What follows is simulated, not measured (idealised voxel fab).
You're looking at the process module voxel quadruple lines.
Xsec cut, 170 nm wide, square cell size 5 nm.
Cross-sections here: square-cell grids, written as top-down lists of bands, a band being one or more rows of cells.
Quick guide to a band line: top height, bottom height (nm) up front; then every material left to right with its width in nm. Only one material and it's marked "edge to edge"? Then it fills the band edge to edge. And "air" just means empty space.
All heights in this document are referenced to 0, defined as the level beneath which the wafer, as received, consists entirely of one material. The lowest band is not bounded below; it extends indefinitely downward and is written in the form "z 0 and below".
Per-row width for "30 to 40": begins at first number (top row of band), ends at second number (bottom row), increment between rows held constant.
"everything unchanged", as given for a step, is the statement that not any cell of the cross-section underwent a change during that step.
Enclosed voids (no open way to top), threshold 8 cells or more, entry "Fully closed voids", notation width x height at distance, distance from left edge, nm.
Read whatever lies past the settings on a step's line as the simulator's own remark about the step.
What "overlay nm" on a step's line means: if the step has a mask, that mask lay this far to the right of its planned place, or, when the value is negative, to the left.

Planned step list for the process:
| 1 | RECEIVE with material Si |
| 2 | CONFORMAL_DEP with material Al2O3, thk nm 5 |
| 3 | DIRECTIONAL_DEP with material W, thk nm 10 |
| 4 | DIRECTIONAL_DEP with material polySi, thk nm 15 |
| 5 | DIRECTIONAL_DEP with material aC, thk nm 25 |
| 6 | PATTERN with tone cover, mask id MANDREL, material resist, width nm 30, thk nm 35, overlay nm 0 |
| 7 | DIRECTIONAL_ETCH with etch materials aC, depth nm 25 |
| 8 | STRIP with etch materials resist |
| 9 | CONFORMAL_DEP with material SiO2, thk nm 10 |
| 10 | DIRECTIONAL_ETCH with etch materials SiO2, depth nm 10 |
| 11 | STRIP with etch materials aC |
| 12 | DIRECTIONAL_ETCH with etch materials polySi, depth nm 15 |
| 13 | STRIP with etch materials SiO2 |
| 14 | CONFORMAL_DEP with material SiCN, thk nm 10 |
| 15 | DIRECTIONAL_ETCH with etch materials SiCN, depth nm 10 |
| 16 | STRIP with etch materials polySi |
| 17 | DIRECTIONAL_ETCH with etch materials W, depth nm 10 |
| 18 | STRIP with etch materials SiCN |
| 19 | FILL_DEP with material lowk, thk nm 10 |
| 20 | CMP with height nm 15 |

First of two wafers - as planned:

As-received wafer cross-section (after step 1):
* z 0 and below  Si edge to edge
* Fully closed voids: none

Wafer xsec, post step 2:
* z 5 to 0  Al2O3 edge to edge
* Beneath the level 0, the cross-section is identical to its previous state.

Wafer xsec, post step 3:
* z 15 to 5  W edge to edge
* Beneath the level 5, the cross-section is identical to its previous state.

Wafer xsec, post step 4:
* z 30 to 15  polySi edge to edge
* Beneath the level 15, the cross-section is identical to its previous state.

Wafer xsec, post step 5:
* z 55 to 30  aC edge to edge
* Beneath the level 30, the cross-section is identical to its previous state.

Wafer xsec, post step 6:
* z 90 to 55  air 70 nm | resist 30 nm | air 70 nm
* Beneath the level 55, the cross-section is identical to its previous state.

Wafer xsec, post step 7:
* z 65 to 55  air 70 nm | resist 30 nm | air 70 nm
* z 55 to 30  air 70 nm | aC 30 nm | air 70 nm
* Beneath the level 30, the cross-section is identical to its previous state.

Wafer xsec, post step 8:
* z 55 to 30  air 70 nm | aC 30 nm | air 70 nm
* Beneath the level 30, the cross-section is identical to its previous state.

Wafer xsec, post step 9:
* z 65 to 55  air 60 nm | SiO2 50 nm | air 60 nm
* z 55 to 40  air 60 nm | SiO2 10 nm | aC 30 nm | SiO2 10 nm | air 60 nm
* z 40 to 30  SiO2 70 nm | aC 30 nm | SiO2 70 nm
* Beneath the level 30, the cross-section is identical to its previous state.

Wafer xsec, post step 10:
* z 55 to 30  air 60 nm | SiO2 10 nm | aC 30 nm | SiO2 10 nm | air 60 nm
* Beneath the level 30, the cross-section is identical to its previous state.

Wafer xsec, post step 11:
* z 55 to 30  air 60 nm | SiO2 10 nm | air 30 nm | SiO2 10 nm | air 60 nm
* Beneath the level 30, the cross-section is identical to its previous state.

Wafer xsec, post step 12:
* z 55 to 30  air 60 nm | SiO2 10 nm | air 30 nm | SiO2 10 nm | air 60 nm
* z 30 to 15  air 60 nm | polySi 10 nm | air 30 nm | polySi 10 nm | air 60 nm
* Beneath the level 15, the cross-section is identical to its previous state.

Wafer xsec, post step 13:
* z 30 to 15  air 60 nm | polySi 10 nm | air 30 nm | polySi 10 nm | air 60 nm
* Beneath the level 15, the cross-section is identical to its previous state.

Wafer xsec, post step 14:
* z 40 to 30  air 50 nm | SiCN 30 nm | air 10 nm | SiCN 30 nm | air 50 nm
* z 30 to 25  air 50 nm | SiCN 10 nm | polySi 10 nm | SiCN 10 nm | air 10 nm | SiCN 10 nm | polySi 10 nm | SiCN 10 nm | air 50 nm
* z 25 to 15  SiCN 60 nm | polySi 10 nm | SiCN 30 nm | polySi 10 nm | SiCN 60 nm
* Beneath the level 15, the cross-section is identical to its previous state.

Wafer xsec, post step 15:
* z 30 to 15  air 50 nm | SiCN 10 nm | polySi 10 nm | SiCN 10 nm | air 10 nm | SiCN 10 nm | polySi 10 nm | SiCN 10 nm | air 50 nm
* Beneath the level 15, the cross-section is identical to its previous state.

Wafer xsec, post step 16:
* z 30 to 15  air 50 nm | SiCN 10 nm | air 10 nm | SiCN 10 nm | air 10 nm | SiCN 10 nm | air 10 nm | SiCN 10 nm | air 50 nm
* Beneath the level 15, the cross-section is identical to its previous state.

Wafer xsec, post step 17:
* z 30 to 15  air 50 nm | SiCN 10 nm | air 10 nm | SiCN 10 nm | air 10 nm | SiCN 10 nm | air 10 nm | SiCN 10 nm | air 50 nm
* z 15 to 5  air 50 nm | W 10 nm | air 10 nm | W 10 nm | air 10 nm | W 10 nm | air 10 nm | W 10 nm | air 50 nm
* Beneath the level 5, the cross-section is identical to its previous state.

Wafer xsec, post step 18:
* z 15 to 5  air 50 nm | W 10 nm | air 10 nm | W 10 nm | air 10 nm | W 10 nm | air 10 nm | W 10 nm | air 50 nm
* Beneath the level 5, the cross-section is identical to its previous state.

Wafer xsec, post step 19:
* z 25 to 15  lowk edge to edge
* z 15 to 5  lowk 50 nm | W 10 nm | lowk 10 nm | W 10 nm | lowk 10 nm | W 10 nm | lowk 10 nm | W 10 nm | lowk 50 nm
* Beneath the level 5, the cross-section is identical to its previous state.

Wafer xsec, post step 20:
* z 15 to 5  lowk 50 nm | W 10 nm | lowk 10 nm | W 10 nm | lowk 10 nm | W 10 nm | lowk 10 nm | W 10 nm | lowk 50 nm
* Beneath the level 5, the cross-section is identical to its previous state.

Second wafer: same start and same plan as the first, one execution error; identical to the first through step 5:

The second wafer in cross-section, at the planned close of step 6:
* z 90 to 55  air 75 nm | resist 25 nm | air 70 nm
* Beneath the level 55, the cross-section is identical to its previous state.

The second wafer in cross-section, at the planned close of step 7:
* z 65 to 55  air 75 nm | resist 25 nm | air 70 nm
* z 55 to 30  air 75 nm | aC 25 nm | air 70 nm
* Beneath the level 30, the cross-section is identical to its previous state.

The second wafer in cross-section, at the planned close of step 8:
* z 55 to 30  air 75 nm | aC 25 nm | air 70 nm
* Beneath the level 30, the cross-section is identical to its previous state.

The second wafer in cross-section, at the planned close of step 9:
* z 65 to 55  air 65 nm | SiO2 45 nm | air 60 nm
* z 55 to 40  air 65 nm | SiO2 10 nm | aC 25 nm | SiO2 10 nm | air 60 nm
* z 40 to 30  SiO2 75 nm | aC 25 nm | SiO2 70 nm
* Beneath the level 30, the cross-section is identical to its previous state.

The second wafer in cross-section, at the planned close of step 10:
* z 55 to 30  air 65 nm | SiO2 10 nm | aC 25 nm | SiO2 10 nm | air 60 nm
* Beneath the level 30, the cross-section is identical to its previous state.

The second wafer in cross-section, at the planned close of step 11:
* z 55 to 30  air 65 nm | SiO2 10 nm | air 25 nm | SiO2 10 nm | air 60 nm
* Beneath the level 30, the cross-section is identical to its previous state.

The second wafer in cross-section, at the planned close of step 12:
* z 55 to 30  air 65 nm | SiO2 10 nm | air 25 nm | SiO2 10 nm | air 60 nm
* z 30 to 15  air 65 nm | polySi 10 nm | air 25 nm | polySi 10 nm | air 60 nm
* Beneath the level 15, the cross-section is identical to its previous state.

The second wafer in cross-section, at the planned close of step 13:
* z 30 to 15  air 65 nm | polySi 10 nm | air 25 nm | polySi 10 nm | air 60 nm
* Beneath the level 15, the cross-section is identical to its previous state.

The second wafer in cross-section, at the planned close of step 14:
* z 40 to 30  air 55 nm | SiCN 30 nm | air 5 nm | SiCN 30 nm | air 50 nm
* z 30 to 25  air 55 nm | SiCN 10 nm | polySi 10 nm | SiCN 10 nm | air 5 nm | SiCN 10 nm | polySi 10 nm | SiCN 10 nm | air 50 nm
* z 25 to 15  SiCN 65 nm | polySi 10 nm | SiCN 25 nm | polySi 10 nm | SiCN 60 nm
* Beneath the level 15, the cross-section is identical to its previous state.

The second wafer in cross-section, at the planned close of step 15:
* z 30 to 15  air 55 nm | SiCN 10 nm | polySi 10 nm | SiCN 10 nm | air 5 nm | SiCN 10 nm | polySi 10 nm | SiCN 10 nm | air 50 nm
* Beneath the level 15, the cross-section is identical to its previous state.

The second wafer in cross-section, at the planned close of step 16:
* z 30 to 15  air 55 nm | SiCN 10 nm | air 10 nm | SiCN 10 nm | air 5 nm | SiCN 10 nm | air 10 nm | SiCN 10 nm | air 50 nm
* Beneath the level 15, the cross-section is identical to its previous state.

The second wafer in cross-section, at the planned close of step 17:
* z 30 to 15  air 55 nm | SiCN 10 nm | air 10 nm | SiCN 10 nm | air 5 nm | SiCN 10 nm | air 10 nm | SiCN 10 nm | air 50 nm
* z 15 to 5  air 55 nm | W 10 nm | air 10 nm | W 10 nm | air 5 nm | W 10 nm | air 10 nm | W 10 nm | air 50 nm
* Beneath the level 5, the cross-section is identical to its previous state.

The second wafer in cross-section, at the planned close of step 18:
* z 15 to 5  air 55 nm | W 10 nm | air 10 nm | W 10 nm | air 5 nm | W 10 nm | air 10 nm | W 10 nm | air 50 nm
* Beneath the level 5, the cross-section is identical to its previous state.

The second wafer in cross-section, at the planned close of step 19:
* z 25 to 15  lowk edge to edge
* z 15 to 5  lowk 55 nm | W 10 nm | lowk 10 nm | W 10 nm | lowk 5 nm | W 10 nm | lowk 10 nm | W 10 nm | lowk 50 nm
* Beneath the level 5, the cross-section is identical to its previous state.

The second wafer in cross-section, at the planned close of step 20:
* z 15 to 5  lowk 55 nm | W 10 nm | lowk 10 nm | W 10 nm | lowk 5 nm | W 10 nm | lowk 10 nm | W 10 nm | lowk 50 nm
* Beneath the level 5, the cross-section is identical to its previous state.
Deviation noted in wafer processing: it should be noted that step 6 was executed with settings other than those planned, the operation and settings actually applied being PATTERN with tone cover, mask id MANDREL, material resist, width nm 25, thk nm 35, overlay nm 0
Both wafers, final: cells per material equal; arrangement not.
